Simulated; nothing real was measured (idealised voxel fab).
Module name: voxel wiring stack (process module)
Cross-sectional view cut (width: 225 nm; square cell size: 5 nm).
Reading order for cross-sections: top band down to bottom band. Underlying form: a grid of square cells. Band size: one or more rows of cells.
Each band's line starts with the height of the band's top and of its bottom, in nm. Then come its materials from left to right, each with its width in nm. One material with "throughout" fills the band from edge to edge. "blank" is empty space.
Basically, 0 is our baseline, since under it the wafer straight out of the box is all one material. The bottom band has no lower end and keeps on going down, so it looks like "0 down".
Width: "30->40" (first number = top row, second number = bottom row, same change from row to row of cells).
The designation "identical to before", where it is given for a processing step, indicates that no cell of the cross-section was altered in the course of that step.
Heads up: "Trapped cavities" only lists the empty pockets with no open path to the top that are 8 cells or more, and it writes them as width x height at distance, distance from the left edge, in nm.
That trailing text on a step's line, after the settings, is the simulator's own remark on the step.
Regarding "overlay nm": on a step with a mask, it is the distance the mask lay to the right of its planned place; a negative value places it to the left.
List of planned process steps
1,RECEIVE: material Si
2,CONFORMAL_DEP: material SiO2, thk nm 10
3,CONFORMAL_DEP: material SiN, thk nm 5
4,DIRECTIONAL_DEP: material SiO2, thk nm 20
5,DIRECTIONAL_DEP: material aC, thk nm 10
6,PATTERN: tone open, mask id METAL_1, material resist, width nm 30, pitch nm 55, thk nm 25, overlay nm 0
7,DIRECTIONAL_ETCH: etch materials aC, depth nm 10
8,STRIP: etch materials resist
9,DIRECTIONAL_ETCH: etch materials SiO2, depth nm 20
10,DIRECTIONAL_ETCH: etch materials SiN, depth nm 5
11,STRIP: etch materials aC
12,CONFORMAL_DEP: material TiN, thk nm 5
13,FILL_DEP: material Cu, thk nm 5
14,CMP: height nm 35
15,CONFORMAL_DEP: material SiCN, thk nm 5
16,DIRECTIONAL_DEP: material lowk, thk nm 10
17,DIRECTIONAL_DEP: material aC, thk nm 10
18,PATTERN: tone open, mask id PLUG_1, material resist, width nm 15, thk nm 30, overlay nm 0
19,DIRECTIONAL_ETCH: etch materials aC, depth nm 10
20,STRIP: etch materials resist
21,DIRECTIONAL_ETCH: etch materials lowk, depth nm 10
22,DIRECTIONAL_ETCH: etch materials SiCN, depth nm 5
23,STRIP: etch materials aC
24,EPI: material Ru, thk nm 10
25,EPI: material Ru, thk nm 5
26,CONFORMAL_DEP: material SiN, thk nm 5
27,DIRECTIONAL_DEP: material lowk, thk nm 15
28,DIRECTIONAL_DEP: material aC, thk nm 15
29,PATTERN: tone open, mask id METAL_2, material resist, width nm 30, pitch nm 55, thk nm 30, overlay nm 0
30,DIRECTIONAL_ETCH: etch materials aC, depth nm 15
31,STRIP: etch materials resist
32,DIRECTIONAL_ETCH: etch materials lowk, depth nm 15
33,DIRECTIONAL_ETCH: etch materials SiN, depth nm 5
34,STRIP: etch materials aC
35,CONFORMAL_DEP: material TiN, thk nm 5
36,FILL_DEP: material Ru, thk nm 10
37,CMP: height nm 70
38,CONFORMAL_DEP: material SiCN, thk nm 5
39,DIRECTIONAL_DEP: material SiO2, thk nm 30
40,PATTERN: tone open, mask id METAL_3_HOLES, material resist, width nm 15, thk nm 20, overlay nm 0
41,DIRECTIONAL_ETCH: etch materials SiO2, depth nm 30
42,STRIP: etch materials resist
43,MASKED_ETCH: tone open, mask id METAL_3, width nm 30, pitch nm 55, etch materials SiO2, depth nm 15, overlay nm 0
44,MASKED_ETCH: tone open, mask id METAL_3, width nm 30, pitch nm 55, etch materials SiCN, depth nm 5, overlay nm 0
45,CONFORMAL_DEP: material TiN, thk nm 5
46,FILL_DEP: material Ru, thk nm 10
47,CMP: height nm 105
48,CONFORMAL_DEP: material SiCN, thk nm 5
Same starting wafers, different width nm at step 40. Plan value belongs to the first wafer.
After step 1, as received: first of several wafers, cross-section
	0 down: Si throughout
	Trapped cavities: none
First of several wafers, sectioned at end of module (last step: step 48)
	110 to 105: SiCN throughout
	105 to 95: SiO2 70 / TiN 5 / Ru 20 / TiN 5 / SiO2 25 / TiN 5 / Ru 20 / TiN 5 / SiO2 70
	95 to 90: SiO2 70 / TiN 5 / Ru 5 / TiN 20 / SiO2 25 / TiN 30 / SiO2 70
	90 to 75: SiO2 70 / TiN 5 / Ru 5 / TiN 5 / SiO2 140
	75 to 70: SiCN 70 / TiN 15 / SiCN 140
	70 to 55: lowk 70 / TiN 5 / Ru 20 / TiN 5 / lowk 25 / TiN 5 / Ru 20 / TiN 5 / lowk 70
	55 to 50: SiN 70 / TiN 30 / SiN 25 / TiN 30 / SiN 70
	50 to 40: lowk 70 / Ru 15 / lowk 140
	40 to 35: SiCN 70 / Ru 15 / SiCN 140
	35 to 15: SiO2 70 / TiN 5 / Cu 20 / TiN 5 / SiO2 25 / TiN 5 / Cu 20 / TiN 5 / SiO2 70
	15 to 10: SiN 70 / TiN 30 / SiN 25 / TiN 30 / SiN 70
	10 to 0: SiO2 throughout
	0 down: Si throughout
	Trapped cavities: none
Cross-section of the final wafer among several, taken at the end of the module
	110 to 105: SiCN throughout
	105 to 95: SiO2 65 / TiN 5 / Ru 25 / TiN 5 / SiO2 25 / TiN 5 / Ru 20 / TiN 5 / SiO2 70
	95 to 90: SiO2 65 / TiN 5 / Ru 20 / TiN 10 / SiO2 25 / TiN 30 / SiO2 70
	90 to 80: SiO2 65 / TiN 5 / Ru 20 / TiN 5 / SiO2 130
	80 to 75: SiO2 65 / TiN 10 / Ru 15 / TiN 5 / SiO2 130
	75 to 70: SiCN 70 / TiN 25 / SiCN 130
	70 to 55: lowk 70 / TiN 5 / Ru 20 / TiN 5 / lowk 25 / TiN 5 / Ru 20 / TiN 5 / lowk 70
	55 to 50: SiN 70 / TiN 30 / SiN 25 / TiN 30 / SiN 70
	50 to 40: lowk 70 / Ru 15 / lowk 140
	40 to 35: SiCN 70 / Ru 15 / SiCN 140
	35 to 15: SiO2 70 / TiN 5 / Cu 20 / TiN 5 / SiO2 25 / TiN 5 / Cu 20 / TiN 5 / SiO2 70
	15 to 10: SiN 70 / TiN 30 / SiN 25 / TiN 30 / SiN 70
	10 to 0: SiO2 throughout
	0 down: Si throughout
	Trapped cavities: none
Where each wafer stands at the end of the module, a row apiece: cells of each material gained (+) or lost (-) since it was received, then closed voids
width nm 15 | +32 Cu | +53 Ru | +129 SiCN | +66 SiN | +447 SiO2 | +80 TiN | +183 lowk | Trapped cavities: none
width nm 20 | +32 Cu | +57 Ru | +128 SiCN | +66 SiN | +444 SiO2 | +80 TiN | +183 lowk | Trapped cavities: none
width nm 25 | +32 Cu | +62 Ru | +128 SiCN | +66 SiN | +438 SiO2 | +81 TiN | +183 lowk | Trapped cavities: none
width nm 30 | +32 Cu | +66 Ru | +127 SiCN | +66 SiN | +435 SiO2 | +81 TiN | +183 lowk | Trapped cavities: none
